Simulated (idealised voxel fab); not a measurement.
process module | voxel transistor to metal
cross-section cut | 210 nm wide | cells 5 nm
A cross-section is a grid of square cells, given in bands from the top down. A band is one or more rows of cells.
Each band's line starts with the height of the band's top and of its bottom, in nm. Then come its materials from left to right, each with its width in nm. One material with "throughout" fills the band from edge to edge. "air" is empty space.
Height 0 is the level under which the wafer as received is all one material. The lowest band goes on downwards, as in "0 down".
A width such as "30 to 40" changes by the same amount from each row of cells to the next, from the band's top row to its bottom row.
"no change" after a step means that no cell of the cross-section changed.
closed voids: empty space of 8 cells or more with no open way to the top, each as width x height at its distance from the left edge, in nm
after a step's settings: what the simulator itself notes on the step
overlay nm, on a step with a mask: how far to the right of its planned place the mask lay; to the left if negative
plan
1 op RECEIVE | material Si
2 op OXIDIZE | depth nm 5
3 op CONFORMAL_DEP | material SiN | thk nm 10
4 op DIRECTIONAL_DEP | material aC | thk nm 10
5 op PATTERN | tone cover | mask id ACTIVE | material resist | width nm 120 | thk nm 25 | overlay nm 0
6 op DIRECTIONAL_ETCH | etch materials aC | depth nm 10
7 op STRIP | etch materials resist
8 op DIRECTIONAL_ETCH | etch materials SiN | depth nm 10
9 op DIRECTIONAL_ETCH | etch materials SiO2 | depth nm 5
10 op DIRECTIONAL_ETCH | etch materials Si | depth nm 30
11 op STRIP | etch materials aC
12 op OXIDIZE | depth nm 5
13 op FILL_DEP | material SiO2 | thk nm 5
14 op CMP | height nm 10
15 op SELECTIVE_ETCH | etch materials SiO2 | depth nm 5
16 op STRIP | etch materials SiN
17 op SELECTIVE_ETCH | etch materials SiO2 | depth nm 5
18 op OXIDIZE | depth nm 5
19 op DIRECTIONAL_DEP | material polySi | thk nm 20
20 op DIRECTIONAL_DEP | material SiCN | thk nm 10
21 op DIRECTIONAL_DEP | material aC | thk nm 10
22 op PATTERN | tone cover | mask id GATE | material resist | width nm 30 | thk nm 30 | overlay nm 0
23 op DIRECTIONAL_ETCH | etch materials aC | depth nm 5
24 op STRIP | etch materials resist
25 op DIRECTIONAL_ETCH | etch materials SiCN | depth nm 20
26 op DIRECTIONAL_ETCH | etch materials polySi | depth nm 30
27 op STRIP | etch materials aC
28 op CONFORMAL_DEP | material SiO2 | thk nm 5
29 op DIRECTIONAL_ETCH | etch materials SiO2 | depth nm 5
30 op CONFORMAL_DEP | material SiN | thk nm 10
31 op DIRECTIONAL_ETCH | etch materials SiN | depth nm 10
32 op DIRECTIONAL_ETCH | etch materials SiO2 | depth nm 5
33 op DIRECTIONAL_ETCH | etch materials Si | depth nm 5
34 op EPI | material pSi | thk nm 10
35 op FILL_DEP | material SiO2 | thk nm 10
36 op CMP | height nm 15
37 op STRIP | etch materials polySi
38 op SELECTIVE_ETCH | etch materials SiO2 | depth nm 5
39 op CONFORMAL_DEP | material HfO2 | thk nm 5
40 op CONFORMAL_DEP | material TiN | thk nm 5
41 op FILL_DEP | material W | thk nm 10
42 op CMP | height nm 10
43 op DIRECTIONAL_DEP | material SiO2 | thk nm 15
44 op DIRECTIONAL_DEP | material aC | thk nm 15
45 op PATTERN | tone open | mask id CONTACT | material resist | width nm 15 | pitch nm 85 | thk nm 35 | overlay nm 0
46 op DIRECTIONAL_ETCH | etch materials aC | depth nm 15
47 op STRIP | etch materials resist
48 op DIRECTIONAL_ETCH | etch materials SiO2 | depth nm 25
49 op STRIP | etch materials aC
50 op CONFORMAL_DEP | material TiN | thk nm 5
51 op FILL_DEP | material W | thk nm 10
52 op CMP | height nm 25
53 op CONFORMAL_DEP | material SiN | thk nm 5
54 op DIRECTIONAL_DEP | material SiO2 | thk nm 20
55 op MASKED_ETCH | tone open | mask id METAL_1 | width nm 15 | pitch nm 85 | etch materials SiO2 | depth nm 20 | overlay nm 0
56 op MASKED_ETCH | tone open | mask id METAL_1 | width nm 15 | pitch nm 85 | etch materials SiN | depth nm 5 | overlay nm 0
57 op CONFORMAL_DEP | material TiN | thk nm 5
58 op FILL_DEP | material Cu | thk nm 10
59 op CMP | height nm 50
60 op CONFORMAL_DEP | material SiCN | thk nm 5
61 op DIRECTIONAL_DEP | material SiO2 | thk nm 25
62 op DIRECTIONAL_DEP | material aC | thk nm 10
63 op PATTERN | tone open | mask id METAL_2 | material resist | width nm 15 | pitch nm 85 | thk nm 30 | overlay nm 0
64 op DIRECTIONAL_ETCH | etch materials aC | depth nm 10
65 op STRIP | etch materials resist
66 op DIRECTIONAL_ETCH | etch materials SiO2 | depth nm 15
67 op STRIP | etch materials aC
68 op PATTERN | tone open | mask id METAL_2_HOLES | material resist | width nm 15 | pitch nm 85 | thk nm 15 | overlay nm 0
69 op DIRECTIONAL_ETCH | etch materials SiO2 | depth nm 10
70 op DIRECTIONAL_ETCH | etch materials SiCN | depth nm 5
71 op STRIP | etch materials resist
72 op CONFORMAL_DEP | material TiN | thk nm 5
73 op FILL_DEP | material Cu | thk nm 5
74 op CMP | height nm 80
75 op CONFORMAL_DEP | material SiN | thk nm 5
varied across the wafers: depth nm of step 23. The plan shows the first wafer's value. All wafers start alike
first wafer as received, after step 1
  0 down: Si throughout
  closed voids: none
first wafer at the end, after step 75
  85 to 80: SiN throughout
  80 to 55: SiO2 55 | TiN 5 | Cu 5 | TiN 5 | SiO2 70 | TiN 5 | Cu 5 | TiN 5 | SiO2 55
  55 to 50: SiCN 55 | TiN 15 | SiCN 70 | TiN 15 | SiCN 55
  50 to 30: SiO2 55 | TiN 5 | Cu 5 | TiN 5 | SiO2 70 | TiN 5 | Cu 5 | TiN 5 | SiO2 55
  30 to 25: SiN 55 | TiN 15 | SiN 70 | TiN 15 | SiN 55
  25 to 15: SiO2 55 | TiN 5 | W 5 | TiN 5 | SiO2 70 | TiN 5 | W 5 | TiN 5 | SiO2 55
  15 to 10: SiO2 55 | TiN 15 | SiO2 70 | TiN 15 | SiO2 55
  10 to 5: W throughout
  5 to 0: TiN 45 | W 120 | TiN 45
  0 to -5: HfO2 40 | TiN 130 | HfO2 40
  -5 to -10: SiO2 35 | HfO2 140 | SiO2 35
  -10 to -40: SiO2 50 | Si 110 | SiO2 50
  -40 down: Si throughout
  closed voids: none
last wafer at the end
  85 to 80: SiN throughout
  80 to 55: SiO2 55 | TiN 5 | Cu 5 | TiN 5 | SiO2 70 | TiN 5 | Cu 5 | TiN 5 | SiO2 55
  55 to 50: SiCN 55 | TiN 15 | SiCN 70 | TiN 15 | SiCN 55
  50 to 30: SiO2 55 | TiN 5 | Cu 5 | TiN 5 | SiO2 70 | TiN 5 | Cu 5 | TiN 5 | SiO2 55
  30 to 25: SiN 55 | TiN 15 | SiN 70 | TiN 15 | SiN 55
  25 to 10: SiO2 55 | TiN 5 | W 5 | TiN 5 | SiO2 70 | TiN 5 | W 5 | TiN 5 | SiO2 55
  10 to 5: SiO2 55 | TiN 5 | W 5 | TiN 5 | SiO2 5 | SiN 10 | HfO2 5 | TiN 5 | W 20 | TiN 5 | HfO2 5 | SiN 10 | SiO2 5 | TiN 5 | W 5 | TiN 5 | SiO2 55
  5 to 0: SiO2 55 | TiN 15 | SiO2 5 | SiN 10 | HfO2 5 | TiN 5 | W 20 | TiN 5 | HfO2 5 | SiN 10 | SiO2 5 | TiN 15 | SiO2 55
  0 to -5: SiO2 45 | SiN 10 | pSi 20 | SiN 10 | HfO2 5 | TiN 30 | HfO2 5 | SiN 10 | pSi 20 | SiN 10 | SiO2 45
  -5 to -10: SiO2 55 | pSi 20 | SiO2 10 | HfO2 40 | SiO2 10 | pSi 20 | SiO2 55
  -10 to -15: SiO2 50 | Si 5 | pSi 20 | Si 60 | pSi 20 | Si 5 | SiO2 50
  -15 to -40: SiO2 50 | Si 110 | SiO2 50
  -40 down: Si throughout
  closed voids: none
each wafer at the end: cells of each material gained (+) or lost (-) since it was received, then its closed voids
depth nm 5 | +18 Cu | +44 HfO2 | -204 Si | +36 SiCN | +78 SiN | +566 SiO2 | +106 TiN | +70 W | closed voids: none
depth nm 10 | +18 Cu | +14 HfO2 | -212 Si | +36 SiCN | +94 SiN | +644 SiO2 | +80 TiN | +16 W | +24 pSi | closed voids: none
depth nm 15 | +18 Cu | +14 HfO2 | -212 Si | +36 SiCN | +94 SiN | +644 SiO2 | +80 TiN | +16 W | +24 pSi | closed voids: none
depth nm 20 | +18 Cu | +14 HfO2 | -212 Si | +36 SiCN | +94 SiN | +644 SiO2 | +80 TiN | +16 W | +24 pSi | closed voids: none
depth nm 25 | +18 Cu | +14 HfO2 | -212 Si | +36 SiCN | +94 SiN | +644 SiO2 | +80 TiN | +16 W | +24 pSi | closed voids: none
